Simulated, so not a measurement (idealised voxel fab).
process module | voxel wiring stack
cross-section cut | 180 nm wide | cells 5 nm
A cross-section is a grid of square cells, given in bands from the top down. A band is one or more rows of cells.
Each band's line starts with the height of the band's top and of its bottom, in nm. Then come its materials from left to right, each with its width in nm. One material with "throughout" fills the band from edge to edge. "air" is empty space.
Height 0 is the level under which the wafer as received is all one material. The lowest band goes on downwards, as in "0 down".
A width such as "30 to 40" changes by the same amount from each row of cells to the next, from the band's top row to its bottom row.
"no change" after a step means that no cell of the cross-section changed.
closed voids: empty space of 8 cells or more with no open way to the top, each as width x height at its distance from the left edge, in nm
after a step's settings: what the simulator itself notes on the step
overlay nm, on a step with a mask: how far to the right of its planned place the mask lay; to the left if negative
plan
1 op RECEIVE | material Si
2 op CONFORMAL_DEP | material SiO2 | thk nm 15
3 op DIRECTIONAL_DEP | material TiN | thk nm 5
4 op DIRECTIONAL_DEP | material W | thk nm 20
5 op DIRECTIONAL_DEP | material aC | thk nm 15
6 op PATTERN | tone cover | mask id METAL_1 | material resist | width nm 30 | pitch nm 50 | thk nm 30 | overlay nm 0
7 op DIRECTIONAL_ETCH | etch materials aC | depth nm 15
8 op STRIP | etch materials resist
9 op DIRECTIONAL_ETCH | etch materials W | depth nm 20
10 op DIRECTIONAL_ETCH | etch materials TiN | depth nm 5
11 op STRIP | etch materials aC
12 op CONFORMAL_DEP | material SiCN | thk nm 5
13 op FILL_DEP | material lowk | thk nm 10
14 op CMP | height nm 40
15 op CONFORMAL_DEP | material SiCN | thk nm 5
16 op DIRECTIONAL_DEP | material lowk | thk nm 30
17 op DIRECTIONAL_DEP | material aC | thk nm 15
18 op PATTERN | tone open | mask id METAL_2_HOLES | material resist | width nm 15 | pitch nm 50 | thk nm 35 | overlay nm 0
19 op DIRECTIONAL_ETCH | etch materials aC | depth nm 15
20 op STRIP | etch materials resist
21 op DIRECTIONAL_ETCH | etch materials lowk | depth nm 30
22 op STRIP | etch materials aC
23 op MASKED_ETCH | tone open | mask id METAL_2 | width nm 30 | pitch nm 50 | etch materials lowk | depth nm 15 | overlay nm 0
24 op MASKED_ETCH | tone open | mask id METAL_2 | width nm 30 | pitch nm 50 | etch materials SiCN | depth nm 5 | overlay nm 0
25 op CONFORMAL_DEP | material TiN | thk nm 5
26 op FILL_DEP | material Cu | thk nm 5
27 op CMP | height nm 75
28 op CONFORMAL_DEP | material SiCN | thk nm 5
29 op DIRECTIONAL_DEP | material SiO2 | thk nm 20
30 op DIRECTIONAL_DEP | material aC | thk nm 15
31 op PATTERN | tone open | mask id PLUG_2 | material resist | width nm 15 | pitch nm 100 | thk nm 30 | overlay nm 0
32 op DIRECTIONAL_ETCH | etch materials aC | depth nm 15
33 op STRIP | etch materials resist
34 op DIRECTIONAL_ETCH | etch materials SiO2 | depth nm 20
35 op DIRECTIONAL_ETCH | etch materials SiCN | depth nm 5
36 op STRIP | etch materials aC
37 op CONFORMAL_DEP | material TiN | thk nm 5
38 op FILL_DEP | material W | thk nm 10
39 op CMP | height nm 100
40 op CONFORMAL_DEP | material SiN | thk nm 5
41 op DIRECTIONAL_DEP | material SiO2 | thk nm 25
42 op DIRECTIONAL_DEP | material aC | thk nm 10
43 op PATTERN | tone open | mask id METAL_3 | material resist | width nm 30 | pitch nm 50 | thk nm 25 | overlay nm 0
44 op DIRECTIONAL_ETCH | etch materials aC | depth nm 10
45 op STRIP | etch materials resist
46 op DIRECTIONAL_ETCH | etch materials SiO2 | depth nm 25
47 op DIRECTIONAL_ETCH | etch materials SiN | depth nm 5
48 op STRIP | etch materials aC
49 op CONFORMAL_DEP | material TiN | thk nm 5
50 op FILL_DEP | material Cu | thk nm 5
51 op CMP | height nm 130
52 op EPI | material Ru | thk nm 5
53 op FILL_DEP | material SiCN | thk nm 5
54 op DIRECTIONAL_DEP | material SiO2 | thk nm 15
55 op MASKED_ETCH | tone open | mask id PLUG_3 | width nm 15 | pitch nm 50 | etch materials SiO2 | depth nm 15 | overlay nm 0
56 op MASKED_ETCH | tone open | mask id PLUG_3 | width nm 15 | pitch nm 50 | etch materials SiCN | depth nm 5 | overlay nm 0
57 op CONFORMAL_DEP | material TiN | thk nm 5
58 op FILL_DEP | material Cu | thk nm 10
59 op CMP | height nm 155
60 op CONFORMAL_DEP | material SiN | thk nm 5
61 op DIRECTIONAL_DEP | material lowk | thk nm 20
62 op PATTERN | tone open | mask id METAL_4 | material resist | width nm 30 | pitch nm 50 | thk nm 15 | overlay nm 0
63 op DIRECTIONAL_ETCH | etch materials lowk | depth nm 20
64 op DIRECTIONAL_ETCH | etch materials SiN | depth nm 5
65 op STRIP | etch materials resist
66 op CONFORMAL_DEP | material TiN | thk nm 5
67 op FILL_DEP | material W | thk nm 10
68 op CMP | height nm 180
69 op CONFORMAL_DEP | material SiCN | thk nm 5
first wafer, as planned
as received, after step 1
  0 down: Si throughout
  closed voids: none
after step 2
  15 to 0: SiO2 throughout
  below 0: unchanged
after step 3
  20 to 15: TiN throughout
  below 15: unchanged
after step 4
  40 to 20: W throughout
  below 20: unchanged
after step 5
  55 to 40: aC throughout
  below 40: unchanged
after step 6
  85 to 55: air 25 | resist 30 | air 20 | resist 30 | air 20 | resist 30 | air 25
  below 55: unchanged
after step 7
  70 to 55: air 25 | resist 30 | air 20 | resist 30 | air 20 | resist 30 | air 25
  55 to 40: air 25 | aC 30 | air 20 | aC 30 | air 20 | aC 30 | air 25
  below 40: unchanged
after step 8
  55 to 40: air 25 | aC 30 | air 20 | aC 30 | air 20 | aC 30 | air 25
  below 40: unchanged
after step 9
  55 to 40: air 25 | aC 30 | air 20 | aC 30 | air 20 | aC 30 | air 25
  40 to 20: air 25 | W 30 | air 20 | W 30 | air 20 | W 30 | air 25
  below 20: unchanged
after step 10
  55 to 40: air 25 | aC 30 | air 20 | aC 30 | air 20 | aC 30 | air 25
  40 to 20: air 25 | W 30 | air 20 | W 30 | air 20 | W 30 | air 25
  20 to 15: air 25 | TiN 30 | air 20 | TiN 30 | air 20 | TiN 30 | air 25
  below 15: unchanged
after step 11
  40 to 20: air 25 | W 30 | air 20 | W 30 | air 20 | W 30 | air 25
  below 20: unchanged
after step 12
  45 to 40: air 20 | SiCN 40 | air 10 | SiCN 40 | air 10 | SiCN 40 | air 20
  40 to 20: air 20 | SiCN 5 | W 30 | SiCN 5 | air 10 | SiCN 5 | W 30 | SiCN 5 | air 10 | SiCN 5 | W 30 | SiCN 5 | air 20
  20 to 15: SiCN 25 | TiN 30 | SiCN 20 | TiN 30 | SiCN 20 | TiN 30 | SiCN 25
  below 15: unchanged
after step 13
  55 to 45: lowk throughout
  45 to 40: lowk 20 | SiCN 40 | lowk 10 | SiCN 40 | lowk 10 | SiCN 40 | lowk 20
  40 to 20: lowk 20 | SiCN 5 | W 30 | SiCN 5 | lowk 10 | SiCN 5 | W 30 | SiCN 5 | lowk 10 | SiCN 5 | W 30 | SiCN 5 | lowk 20
  below 20: unchanged
after step 14
  40 to 20: lowk 20 | SiCN 5 | W 30 | SiCN 5 | lowk 10 | SiCN 5 | W 30 | SiCN 5 | lowk 10 | SiCN 5 | W 30 | SiCN 5 | lowk 20
  below 20: unchanged
after step 15
  45 to 40: SiCN throughout
  below 40: unchanged
after step 16
  75 to 45: lowk throughout
  below 45: unchanged
after step 17
  90 to 75: aC throughout
  below 75: unchanged
after step 18
  125 to 90: resist 25 | air 15 | resist 35 | air 15 | resist 35 | air 15 | resist 40
  below 90: unchanged
after step 19
  110 to 90: resist 25 | air 15 | resist 35 | air 15 | resist 35 | air 15 | resist 40
  90 to 75: aC 25 | air 15 | aC 35 | air 15 | aC 35 | air 15 | aC 40
  below 75: unchanged
after step 20
  90 to 75: aC 25 | air 15 | aC 35 | air 15 | aC 35 | air 15 | aC 40
  below 75: unchanged
after step 21
  90 to 75: aC 25 | air 15 | aC 35 | air 15 | aC 35 | air 15 | aC 40
  75 to 45: lowk 25 | air 15 | lowk 35 | air 15 | lowk 35 | air 15 | lowk 40
  below 45: unchanged
after step 22
  75 to 45: lowk 25 | air 15 | lowk 35 | air 15 | lowk 35 | air 15 | lowk 40
  below 45: unchanged
after step 23
  75 to 60: lowk 25 | air 30 | lowk 20 | air 30 | lowk 20 | air 30 | lowk 25
  below 60: unchanged
after step 24
  75 to 60: lowk 25 | air 30 | lowk 20 | air 30 | lowk 20 | air 30 | lowk 25
  60 to 45: lowk 25 | air 15 | lowk 35 | air 15 | lowk 35 | air 15 | lowk 40
  45 to 40: SiCN 25 | air 15 | SiCN 35 | air 15 | SiCN 35 | air 15 | SiCN 40
  below 40: unchanged
after step 25
  80 to 75: TiN 30 | air 20 | TiN 30 | air 20 | TiN 30 | air 20 | TiN 30
  75 to 65: lowk 25 | TiN 5 | air 20 | TiN 5 | lowk 20 | TiN 5 | air 20 | TiN 5 | lowk 20 | TiN 5 | air 20 | TiN 5 | lowk 25
  65 to 60: lowk 25 | TiN 5 | air 5 | TiN 20 | lowk 20 | TiN 5 | air 5 | TiN 20 | lowk 20 | TiN 5 | air 5 | TiN 20 | lowk 25
  60 to 45: lowk 25 | TiN 5 | air 5 | TiN 5 | lowk 35 | TiN 5 | air 5 | TiN 5 | lowk 35 | TiN 5 | air 5 | TiN 5 | lowk 40
  45 to 40: SiCN 25 | TiN 15 | SiCN 35 | TiN 15 | SiCN 35 | TiN 15 | SiCN 40
  below 40: unchanged
after step 26
  85 to 80: Cu throughout
  80 to 75: TiN 30 | Cu 20 | TiN 30 | Cu 20 | TiN 30 | Cu 20 | TiN 30
  75 to 65: lowk 25 | TiN 5 | Cu 20 | TiN 5 | lowk 20 | TiN 5 | Cu 20 | TiN 5 | lowk 20 | TiN 5 | Cu 20 | TiN 5 | lowk 25
  65 to 60: lowk 25 | TiN 5 | Cu 5 | TiN 20 | lowk 20 | TiN 5 | Cu 5 | TiN 20 | lowk 20 | TiN 5 | Cu 5 | TiN 20 | lowk 25
  60 to 45: lowk 25 | TiN 5 | Cu 5 | TiN 5 | lowk 35 | TiN 5 | Cu 5 | TiN 5 | lowk 35 | TiN 5 | Cu 5 | TiN 5 | lowk 40
  below 45: unchanged
after step 27
  75 to 65: lowk 25 | TiN 5 | Cu 20 | TiN 5 | lowk 20 | TiN 5 | Cu 20 | TiN 5 | lowk 20 | TiN 5 | Cu 20 | TiN 5 | lowk 25
  below 65: unchanged
after step 28
  80 to 75: SiCN throughout
  below 75: unchanged
after step 29
  100 to 80: SiO2 throughout
  below 80: unchanged
after step 30
  115 to 100: aC throughout
  below 100: unchanged
after step 31
  145 to 115: resist 25 | air 15 | resist 85 | air 15 | resist 40
  below 115: unchanged
after step 32
  130 to 115: resist 25 | air 15 | resist 85 | air 15 | resist 40
  115 to 100: aC 25 | air 15 | aC 85 | air 15 | aC 40
  below 100: unchanged
after step 33
  115 to 100: aC 25 | air 15 | aC 85 | air 15 | aC 40
  below 100: unchanged
after step 34
  115 to 100: aC 25 | air 15 | aC 85 | air 15 | aC 40
  100 to 80: SiO2 25 | air 15 | SiO2 85 | air 15 | SiO2 40
  below 80: unchanged
after step 35
  115 to 100: aC 25 | air 15 | aC 85 | air 15 | aC 40
  100 to 80: SiO2 25 | air 15 | SiO2 85 | air 15 | SiO2 40
  80 to 75: SiCN 25 | air 15 | SiCN 85 | air 15 | SiCN 40
  below 75: unchanged
after step 36
  100 to 80: SiO2 25 | air 15 | SiO2 85 | air 15 | SiO2 40
  below 80: unchanged
after step 37
  105 to 100: TiN 30 | air 5 | TiN 95 | air 5 | TiN 45
  100 to 80: SiO2 25 | TiN 5 | air 5 | TiN 5 | SiO2 85 | TiN 5 | air 5 | TiN 5 | SiO2 40
  80 to 75: SiCN 25 | TiN 15 | SiCN 85 | TiN 15 | SiCN 40
  below 75: unchanged
after step 38
  115 to 105: W throughout
  105 to 100: TiN 30 | W 5 | TiN 95 | W 5 | TiN 45
  100 to 80: SiO2 25 | TiN 5 | W 5 | TiN 5 | SiO2 85 | TiN 5 | W 5 | TiN 5 | SiO2 40
  below 80: unchanged
after step 39
  100 to 80: SiO2 25 | TiN 5 | W 5 | TiN 5 | SiO2 85 | TiN 5 | W 5 | TiN 5 | SiO2 40
  below 80: unchanged
after step 40
  105 to 100: SiN throughout
  below 100: unchanged
after step 41
  130 to 105: SiO2 throughout
  below 105: unchanged
after step 42
  140 to 130: aC throughout
  below 130: unchanged
after step 43
  165 to 140: resist 25 | air 30 | resist 20 | air 30 | resist 20 | air 30 | resist 25
  below 140: unchanged
after step 44
  155 to 140: resist 25 | air 30 | resist 20 | air 30 | resist 20 | air 30 | resist 25
  140 to 130: aC 25 | air 30 | aC 20 | air 30 | aC 20 | air 30 | aC 25
  below 130: unchanged
after step 45
  140 to 130: aC 25 | air 30 | aC 20 | air 30 | aC 20 | air 30 | aC 25
  below 130: unchanged
after step 46
  140 to 130: aC 25 | air 30 | aC 20 | air 30 | aC 20 | air 30 | aC 25
  130 to 105: SiO2 25 | air 30 | SiO2 20 | air 30 | SiO2 20 | air 30 | SiO2 25
  below 105: unchanged
after step 47
  140 to 130: aC 25 | air 30 | aC 20 | air 30 | aC 20 | air 30 | aC 25
  130 to 105: SiO2 25 | air 30 | SiO2 20 | air 30 | SiO2 20 | air 30 | SiO2 25
  105 to 100: SiN 25 | air 30 | SiN 20 | air 30 | SiN 20 | air 30 | SiN 25
  below 100: unchanged
after step 48
  130 to 105: SiO2 25 | air 30 | SiO2 20 | air 30 | SiO2 20 | air 30 | SiO2 25
  below 105: unchanged
after step 49
  135 to 130: TiN 30 | air 20 | TiN 30 | air 20 | TiN 30 | air 20 | TiN 30
  130 to 105: SiO2 25 | TiN 5 | air 20 | TiN 5 | SiO2 20 | TiN 5 | air 20 | TiN 5 | SiO2 20 | TiN 5 | air 20 | TiN 5 | SiO2 25
  105 to 100: SiN 25 | TiN 30 | SiN 20 | TiN 30 | SiN 20 | TiN 30 | SiN 25
  below 100: unchanged
after step 50
  140 to 135: Cu throughout
  135 to 130: TiN 30 | Cu 20 | TiN 30 | Cu 20 | TiN 30 | Cu 20 | TiN 30
  130 to 105: SiO2 25 | TiN 5 | Cu 20 | TiN 5 | SiO2 20 | TiN 5 | Cu 20 | TiN 5 | SiO2 20 | TiN 5 | Cu 20 | TiN 5 | SiO2 25
  below 105: unchanged
after step 51
  130 to 105: SiO2 25 | TiN 5 | Cu 20 | TiN 5 | SiO2 20 | TiN 5 | Cu 20 | TiN 5 | SiO2 20 | TiN 5 | Cu 20 | TiN 5 | SiO2 25
  below 105: unchanged
after step 52
  135 to 130: air 20 | Ru 40 | air 10 | Ru 40 | air 10 | Ru 40 | air 20
  below 130: unchanged
after step 53
  140 to 135: SiCN throughout
  135 to 130: SiCN 20 | Ru 40 | SiCN 10 | Ru 40 | SiCN 10 | Ru 40 | SiCN 20
  below 130: unchanged
after step 54
  155 to 140: SiO2 throughout
  below 140: unchanged
after step 55
  155 to 140: SiO2 25 | air 15 | SiO2 35 | air 15 | SiO2 35 | air 15 | SiO2 40
  below 140: unchanged
after step 56
  155 to 140: SiO2 25 | air 15 | SiO2 35 | air 15 | SiO2 35 | air 15 | SiO2 40
  140 to 135: SiCN 25 | air 15 | SiCN 35 | air 15 | SiCN 35 | air 15 | SiCN 40
  below 135: unchanged
after step 57
  160 to 155: TiN 30 | air 5 | TiN 45 | air 5 | TiN 45 | air 5 | TiN 45
  155 to 140: SiO2 25 | TiN 5 | air 5 | TiN 5 | SiO2 35 | TiN 5 | air 5 | TiN 5 | SiO2 35 | TiN 5 | air 5 | TiN 5 | SiO2 40
  140 to 135: SiCN 25 | TiN 15 | SiCN 35 | TiN 15 | SiCN 35 | TiN 15 | SiCN 40
  below 135: unchanged
after step 58
  170 to 160: Cu throughout
  160 to 155: TiN 30 | Cu 5 | TiN 45 | Cu 5 | TiN 45 | Cu 5 | TiN 45
  155 to 140: SiO2 25 | TiN 5 | Cu 5 | TiN 5 | SiO2 35 | TiN 5 | Cu 5 | TiN 5 | SiO2 35 | TiN 5 | Cu 5 | TiN 5 | SiO2 40
  below 140: unchanged
after step 59
  155 to 140: SiO2 25 | TiN 5 | Cu 5 | TiN 5 | SiO2 35 | TiN 5 | Cu 5 | TiN 5 | SiO2 35 | TiN 5 | Cu 5 | TiN 5 | SiO2 40
  below 140: unchanged
after step 60
  160 to 155: SiN throughout
  below 155: unchanged
after step 61
  180 to 160: lowk throughout
  below 160: unchanged
after step 62
  195 to 180: resist 25 | air 30 | resist 20 | air 30 | resist 20 | air 30 | resist 25
  below 180: unchanged
after step 63
  195 to 180: resist 25 | air 30 | resist 20 | air 30 | resist 20 | air 30 | resist 25
  180 to 160: lowk 25 | air 30 | lowk 20 | air 30 | lowk 20 | air 30 | lowk 25
  below 160: unchanged
after step 64
  195 to 180: resist 25 | air 30 | resist 20 | air 30 | resist 20 | air 30 | resist 25
  180 to 160: lowk 25 | air 30 | lowk 20 | air 30 | lowk 20 | air 30 | lowk 25
  160 to 155: SiN 25 | air 30 | SiN 20 | air 30 | SiN 20 | air 30 | SiN 25
  below 155: unchanged
after step 65
  180 to 160: lowk 25 | air 30 | lowk 20 | air 30 | lowk 20 | air 30 | lowk 25
  below 160: unchanged
after step 66
  185 to 180: TiN 30 | air 20 | TiN 30 | air 20 | TiN 30 | air 20 | TiN 30
  180 to 160: lowk 25 | TiN 5 | air 20 | TiN 5 | lowk 20 | TiN 5 | air 20 | TiN 5 | lowk 20 | TiN 5 | air 20 | TiN 5 | lowk 25
  160 to 155: SiN 25 | TiN 30 | SiN 20 | TiN 30 | SiN 20 | TiN 30 | SiN 25
  below 155: unchanged
after step 67
  195 to 185: W throughout
  185 to 180: TiN 30 | W 20 | TiN 30 | W 20 | TiN 30 | W 20 | TiN 30
  180 to 160: lowk 25 | TiN 5 | W 20 | TiN 5 | lowk 20 | TiN 5 | W 20 | TiN 5 | lowk 20 | TiN 5 | W 20 | TiN 5 | lowk 25
  below 160: unchanged
after step 68
  180 to 160: lowk 25 | TiN 5 | W 20 | TiN 5 | lowk 20 | TiN 5 | W 20 | TiN 5 | lowk 20 | TiN 5 | W 20 | TiN 5 | lowk 25
  below 160: unchanged
after step 69
  185 to 180: SiCN throughout
  below 180: unchanged
second wafer: like start, like plan, one mistake. Through step 42 it matches the first wafer
when step 43 should have ended
  165 to 140: air 25 | resist 30 | air 20 | resist 30 | air 20 | resist 30 | air 25
  below 140: unchanged
when step 44 should have ended
  155 to 140: air 25 | resist 30 | air 20 | resist 30 | air 20 | resist 30 | air 25
  140 to 130: air 25 | aC 30 | air 20 | aC 30 | air 20 | aC 30 | air 25
  below 130: unchanged
when step 45 should have ended
  140 to 130: air 25 | aC 30 | air 20 | aC 30 | air 20 | aC 30 | air 25
  below 130: unchanged
when step 46 should have ended
  140 to 130: air 25 | aC 30 | air 20 | aC 30 | air 20 | aC 30 | air 25
  130 to 105: air 25 | SiO2 30 | air 20 | SiO2 30 | air 20 | SiO2 30 | air 25
  below 105: unchanged
when step 47 should have ended
  140 to 130: air 25 | aC 30 | air 20 | aC 30 | air 20 | aC 30 | air 25
  130 to 105: air 25 | SiO2 30 | air 20 | SiO2 30 | air 20 | SiO2 30 | air 25
  105 to 100: air 25 | SiN 30 | air 20 | SiN 30 | air 20 | SiN 30 | air 25
  below 100: unchanged
when step 48 should have ended
  130 to 105: air 25 | SiO2 30 | air 20 | SiO2 30 | air 20 | SiO2 30 | air 25
  below 105: unchanged
when step 49 should have ended
  135 to 130: air 20 | TiN 40 | air 10 | TiN 40 | air 10 | TiN 40 | air 20
  130 to 105: air 20 | TiN 5 | SiO2 30 | TiN 5 | air 10 | TiN 5 | SiO2 30 | TiN 5 | air 10 | TiN 5 | SiO2 30 | TiN 5 | air 20
  105 to 100: TiN 25 | SiN 30 | TiN 20 | SiN 30 | TiN 20 | SiN 30 | TiN 25
  below 100: unchanged
when step 50 should have ended
  140 to 135: Cu throughout
  135 to 130: Cu 20 | TiN 40 | Cu 10 | TiN 40 | Cu 10 | TiN 40 | Cu 20
  130 to 105: Cu 20 | TiN 5 | SiO2 30 | TiN 5 | Cu 10 | TiN 5 | SiO2 30 | TiN 5 | Cu 10 | TiN 5 | SiO2 30 | TiN 5 | Cu 20
  below 105: unchanged
when step 51 should have ended
  130 to 105: Cu 20 | TiN 5 | SiO2 30 | TiN 5 | Cu 10 | TiN 5 | SiO2 30 | TiN 5 | Cu 10 | TiN 5 | SiO2 30 | TiN 5 | Cu 20
  below 105: unchanged
when step 52 should have ended
  135 to 130: Ru 30 | air 20 | Ru 30 | air 20 | Ru 30 | air 20 | Ru 30
  below 130: unchanged
when step 53 should have ended
  140 to 135: SiCN throughout
  135 to 130: Ru 30 | SiCN 20 | Ru 30 | SiCN 20 | Ru 30 | SiCN 20 | Ru 30
  below 130: unchanged
when step 54 should have ended
  155 to 140: SiO2 throughout
  below 140: unchanged
when step 55 should have ended
  155 to 140: SiO2 25 | air 15 | SiO2 35 | air 15 | SiO2 35 | air 15 | SiO2 40
  below 140: unchanged
when step 56 should have ended
  155 to 140: SiO2 25 | air 15 | SiO2 35 | air 15 | SiO2 35 | air 15 | SiO2 40
  140 to 135: SiCN 25 | air 15 | SiCN 35 | air 15 | SiCN 35 | air 15 | SiCN 40
  below 135: unchanged
when step 57 should have ended
  160 to 155: TiN 30 | air 5 | TiN 45 | air 5 | TiN 45 | air 5 | TiN 45
  155 to 140: SiO2 25 | TiN 5 | air 5 | TiN 5 | SiO2 35 | TiN 5 | air 5 | TiN 5 | SiO2 35 | TiN 5 | air 5 | TiN 5 | SiO2 40
  140 to 135: SiCN 25 | TiN 15 | SiCN 35 | TiN 15 | SiCN 35 | TiN 15 | SiCN 40
  below 135: unchanged
when step 58 should have ended
  170 to 160: Cu throughout
  160 to 155: TiN 30 | Cu 5 | TiN 45 | Cu 5 | TiN 45 | Cu 5 | TiN 45
  155 to 140: SiO2 25 | TiN 5 | Cu 5 | TiN 5 | SiO2 35 | TiN 5 | Cu 5 | TiN 5 | SiO2 35 | TiN 5 | Cu 5 | TiN 5 | SiO2 40
  below 140: unchanged
when step 59 should have ended
  155 to 140: SiO2 25 | TiN 5 | Cu 5 | TiN 5 | SiO2 35 | TiN 5 | Cu 5 | TiN 5 | SiO2 35 | TiN 5 | Cu 5 | TiN 5 | SiO2 40
  below 140: unchanged
when step 60 should have ended
  160 to 155: SiN throughout
  below 155: unchanged
when step 61 should have ended
  180 to 160: lowk throughout
  below 160: unchanged
when step 62 should have ended
  195 to 180: resist 25 | air 30 | resist 20 | air 30 | resist 20 | air 30 | resist 25
  below 180: unchanged
when step 63 should have ended
  195 to 180: resist 25 | air 30 | resist 20 | air 30 | resist 20 | air 30 | resist 25
  180 to 160: lowk 25 | air 30 | lowk 20 | air 30 | lowk 20 | air 30 | lowk 25
  below 160: unchanged
when step 64 should have ended
  195 to 180: resist 25 | air 30 | resist 20 | air 30 | resist 20 | air 30 | resist 25
  180 to 160: lowk 25 | air 30 | lowk 20 | air 30 | lowk 20 | air 30 | lowk 25
  160 to 155: SiN 25 | air 30 | SiN 20 | air 30 | SiN 20 | air 30 | SiN 25
  below 155: unchanged
when step 65 should have ended
  180 to 160: lowk 25 | air 30 | lowk 20 | air 30 | lowk 20 | air 30 | lowk 25
  below 160: unchanged
when step 66 should have ended
  185 to 180: TiN 30 | air 20 | TiN 30 | air 20 | TiN 30 | air 20 | TiN 30
  180 to 160: lowk 25 | TiN 5 | air 20 | TiN 5 | lowk 20 | TiN 5 | air 20 | TiN 5 | lowk 20 | TiN 5 | air 20 | TiN 5 | lowk 25
  160 to 155: SiN 25 | TiN 30 | SiN 20 | TiN 30 | SiN 20 | TiN 30 | SiN 25
  below 155: unchanged
when step 67 should have ended
  195 to 185: W throughout
  185 to 180: TiN 30 | W 20 | TiN 30 | W 20 | TiN 30 | W 20 | TiN 30
  180 to 160: lowk 25 | TiN 5 | W 20 | TiN 5 | lowk 20 | TiN 5 | W 20 | TiN 5 | lowk 20 | TiN 5 | W 20 | TiN 5 | lowk 25
  below 160: unchanged
when step 68 should have ended
  180 to 160: lowk 25 | TiN 5 | W 20 | TiN 5 | lowk 20 | TiN 5 | W 20 | TiN 5 | lowk 20 | TiN 5 | W 20 | TiN 5 | lowk 25
  below 160: unchanged
when step 69 should have ended
  185 to 180: SiCN throughout
  below 180: unchanged
what went wrong: step 43 ran as: op PATTERN | tone cover | mask id METAL_3 | material resist | width nm 30 | pitch nm 50 | thk nm 25 | overlay nm 0
at the end the second wafer has, in cells: as many of each material as the first, in other places
